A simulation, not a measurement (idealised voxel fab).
Process module heading - voxel transistor to metal
Cross-section cut spans 215 nm and uses square cells 5 nm in size.
Format of a cross-section: grid, square cells. Given as bands. Order: top down. Band: one or more rows of cells.
Band: top height; bottom height; in nm. Then, left to right: material with width in nm, for each material. "edge to edge": a single material spanning edge to edge. "blank": empty space.
It should be noted that heights are counted from 0, beneath which the wafer as supplied is of one material throughout, and that the lowest band possesses no lower boundary but continues downward, as written in "0 -> down".
Read "30 to 40" as a graded width: first number on top, second number at the bottom, same change between each pair of neighbouring rows.
You'll sometimes find "nothing altered" written for a step, and that's the way of saying that nowhere in the cross-section did a cell change during that step.
"Closed internal cavities" enumerates empty spaces isolated from the top, with no open way to it, that contain at least 8 cells, giving each as width x height at distance from the left edge, all three in nm.
That trailing text on a step's line, after the settings, is the simulator's own remark on the step.
The setting "overlay nm" may be written on the line of a step. When the step uses a mask, the value reports how far to the right of the planned place the mask lay, and a negative value reports that it lay to the left.
Planned step list for the process
1,RECEIVE | material Si
2,OXIDIZE | depth nm 5
3,CONFORMAL_DEP | material SiN | thk nm 15
4,MASKED_ETCH | tone cover | mask id ACTIVE | width nm 135 | etch materials SiN | depth nm 15 | overlay nm 0
5,MASKED_ETCH | tone cover | mask id ACTIVE | width nm 135 | etch materials SiO2 | depth nm 5 | overlay nm 0
6,MASKED_ETCH | tone cover | mask id ACTIVE | width nm 135 | etch materials Si | depth nm 35 | overlay nm 0
7,OXIDIZE | depth nm 5
8,FILL_DEP | material SiO2 | thk nm 5
9,CMP | height nm 15
10,SELECTIVE_ETCH | etch materials SiO2 | depth nm 10
11,STRIP | etch materials SiN
12,SELECTIVE_ETCH | etch materials SiO2 | depth nm 5
13,OXIDIZE | depth nm 5
14,DIRECTIONAL_DEP | material polySi | thk nm 25
15,DIRECTIONAL_DEP | material SiCN | thk nm 10
16,PATTERN | tone cover | mask id GATE | material resist | width nm 35 | thk nm 15 | overlay nm 0
17,DIRECTIONAL_ETCH | etch materials SiCN | depth nm 20
18,DIRECTIONAL_ETCH | etch materials polySi | depth nm 35
19,STRIP | etch materials resist
20,CONFORMAL_DEP | material SiO2 | thk nm 5
21,DIRECTIONAL_ETCH | etch materials SiO2 | depth nm 5
22,CONFORMAL_DEP | material SiN | thk nm 5
23,DIRECTIONAL_ETCH | etch materials SiN | depth nm 5
24,DIRECTIONAL_ETCH | etch materials SiO2 | depth nm 5
25,DIRECTIONAL_ETCH | etch materials Si | depth nm 5
26,EPI | material pSi | thk nm 5
27,FILL_DEP | material SiO2 | thk nm 10
28,CMP | height nm 20
29,STRIP | etch materials polySi
30,SELECTIVE_ETCH | etch materials SiO2 | depth nm 5
31,CONFORMAL_DEP | material HfO2 | thk nm 5
32,CONFORMAL_DEP | material TiN | thk nm 5
33,FILL_DEP | material W | thk nm 5
34,CMP | height nm 15
35,DIRECTIONAL_DEP | material SiO2 | thk nm 15
36,MASKED_ETCH | tone open | mask id CONTACT | width nm 20 | pitch nm 95 | etch materials SiO2 | depth nm 40 | overlay nm 0
37,CONFORMAL_DEP | material TiN | thk nm 5
38,FILL_DEP | material Ru | thk nm 10
39,CMP | height nm 30
40,DIRECTIONAL_DEP | material TiN | thk nm 5
41,DIRECTIONAL_DEP | material W | thk nm 20
42,PATTERN | tone cover | mask id METAL_1 | material resist | width nm 20 | pitch nm 95 | thk nm 15 | overlay nm 0
43,DIRECTIONAL_ETCH | etch materials W | depth nm 20
44,DIRECTIONAL_ETCH | etch materials TiN | depth nm 5
45,STRIP | etch materials resist
46,CONFORMAL_DEP | material SiCN | thk nm 5
47,FILL_DEP | material lowk | thk nm 5
48,CMP | height nm 55
49,CONFORMAL_DEP | material SiCN | thk nm 5
50,DIRECTIONAL_DEP | material lowk | thk nm 25
51,PATTERN | tone open | mask id METAL_2_HOLES | material resist | width nm 15 | pitch nm 95 | thk nm 20 | overlay nm 0
52,DIRECTIONAL_ETCH | etch materials lowk | depth nm 25
53,STRIP | etch materials resist
54,DIRECTIONAL_DEP | material aC | thk nm 10
55,PATTERN | tone open | mask id METAL_2 | material resist | width nm 20 | pitch nm 95 | thk nm 25 | overlay nm 0
56,DIRECTIONAL_ETCH | etch materials aC | depth nm 10
57,STRIP | etch materials resist
58,DIRECTIONAL_ETCH | etch materials lowk | depth nm 15
59,DIRECTIONAL_ETCH | etch materials SiCN | depth nm 5
60,STRIP | etch materials aC
61,CONFORMAL_DEP | material TiN | thk nm 5
62,FILL_DEP | material Ru | thk nm 5
63,CMP | height nm 85
64,CONFORMAL_DEP | material SiCN | thk nm 5
Incoming wafer, cross-sectional view, post step 1
0 -> down | Si edge to edge
Closed internal cavities: none
Post-module cross-section of the first of two wafers (run per plan)
90 -> 85 | SiCN edge to edge
85 -> 75 | 50 of lowk / 5 of TiN / 10 of Ru / 5 of TiN / 75 of lowk / 5 of TiN / 10 of Ru / 5 of TiN / 50 of lowk
75 -> 70 | 50 of lowk / 5 of TiN / 5 of Ru / 10 of TiN / 75 of lowk / 5 of TiN / 5 of Ru / 10 of TiN / 50 of lowk
70 -> 60 | 50 of lowk / 5 of TiN / 5 of Ru / 5 of TiN / 80 of lowk / 5 of TiN / 5 of Ru / 5 of TiN / 55 of lowk
60 -> 55 | 50 of SiCN / 15 of TiN / 80 of SiCN / 15 of TiN / 55 of SiCN
55 -> 35 | 45 of lowk / 5 of SiCN / 20 of W / 5 of SiCN / 65 of lowk / 5 of SiCN / 20 of W / 5 of SiCN / 45 of lowk
35 -> 30 | 50 of SiCN / 20 of TiN / 75 of SiCN / 20 of TiN / 50 of SiCN
30 -> 15 | 50 of SiO2 / 5 of TiN / 10 of Ru / 5 of TiN / 75 of SiO2 / 5 of TiN / 10 of Ru / 5 of TiN / 50 of SiO2
15 -> 0 | 50 of SiO2 / 5 of TiN / 10 of Ru / 5 of TiN / 10 of SiO2 / 5 of SiN / 5 of HfO2 / 5 of TiN / 25 of W / 5 of TiN / 5 of HfO2 / 5 of SiN / 10 of SiO2 / 5 of TiN / 10 of Ru / 5 of TiN / 50 of SiO2
0 -> -5 | 40 of SiO2 / 5 of SiN / 5 of SiO2 / 5 of TiN / 10 of Ru / 5 of TiN / 10 of SiO2 / 5 of SiN / 5 of HfO2 / 35 of TiN / 5 of HfO2 / 5 of SiN / 10 of SiO2 / 5 of TiN / 10 of Ru / 5 of TiN / 5 of SiO2 / 5 of SiN / 40 of SiO2
-5 -> -10 | 50 of SiO2 / 20 of TiN / 5 of SiO2 / 5 of pSi / 5 of SiO2 / 45 of HfO2 / 5 of SiO2 / 5 of pSi / 5 of SiO2 / 20 of TiN / 50 of SiO2
-10 -> -15 | 45 of SiO2 / 35 of pSi / 55 of Si / 35 of pSi / 45 of SiO2
-15 -> -45 | 45 of SiO2 / 125 of Si / 45 of SiO2
-45 -> down | Si edge to edge
Closed internal cavities: none
Cross-sectional view: second of two wafers, end of module; start and plan identical to the first, one mistake in running
90 -> 85 | SiCN edge to edge
85 -> 75 | 50 of lowk / 5 of TiN / 10 of Ru / 5 of TiN / 75 of lowk / 5 of TiN / 10 of Ru / 5 of TiN / 50 of lowk
75 -> 70 | 50 of lowk / 5 of TiN / 5 of Ru / 10 of TiN / 75 of lowk / 5 of TiN / 5 of Ru / 10 of TiN / 50 of lowk
70 -> 60 | 50 of lowk / 5 of TiN / 5 of Ru / 5 of TiN / 80 of lowk / 5 of TiN / 5 of Ru / 5 of TiN / 55 of lowk
60 -> 55 | 50 of SiCN / 15 of TiN / 80 of SiCN / 15 of TiN / 55 of SiCN
55 -> 35 | 45 of lowk / 5 of SiCN / 20 of W / 5 of SiCN / 65 of lowk / 5 of SiCN / 20 of W / 5 of SiCN / 45 of lowk
35 -> 30 | 50 of SiCN / 20 of TiN / 75 of SiCN / 20 of TiN / 50 of SiCN
30 -> 25 | Ru edge to edge
25 -> 20 | 55 of TiN / 10 of Ru / 85 of TiN / 10 of Ru / 55 of TiN
20 -> 5 | 50 of SiO2 / 5 of TiN / 10 of Ru / 5 of TiN / 75 of SiO2 / 5 of TiN / 10 of Ru / 5 of TiN / 50 of SiO2
5 -> 0 | 50 of SiO2 / 5 of TiN / 10 of Ru / 5 of TiN / 10 of SiO2 / 5 of SiN / 5 of HfO2 / 5 of TiN / 25 of W / 5 of TiN / 5 of HfO2 / 5 of SiN / 10 of SiO2 / 5 of TiN / 10 of Ru / 5 of TiN / 50 of SiO2
0 -> -5 | 40 of SiO2 / 5 of SiN / 5 of SiO2 / 5 of TiN / 10 of Ru / 5 of TiN / 10 of SiO2 / 5 of SiN / 5 of HfO2 / 35 of TiN / 5 of HfO2 / 5 of SiN / 10 of SiO2 / 5 of TiN / 10 of Ru / 5 of TiN / 5 of SiO2 / 5 of SiN / 40 of SiO2
-5 -> -10 | 50 of SiO2 / 20 of TiN / 5 of SiO2 / 5 of pSi / 5 of SiO2 / 45 of HfO2 / 5 of SiO2 / 5 of pSi / 5 of SiO2 / 20 of TiN / 50 of SiO2
-10 -> -15 | 45 of SiO2 / 35 of pSi / 55 of Si / 35 of pSi / 45 of SiO2
-15 -> -45 | 45 of SiO2 / 125 of Si / 45 of SiO2
-45 -> down | Si edge to edge
Closed internal cavities: none
Finding, execution versus plan: step 34 did not use the planned setting and instead ran as CMP | height nm 5
FYI, end of process, the second wafer has more or fewer cells of some materials than the first: HfO2: 4 fewer; Ru: 39 more; SiN: 4 fewer; SiO2: 48 fewer; TiN: 27 more; W: 10 fewer
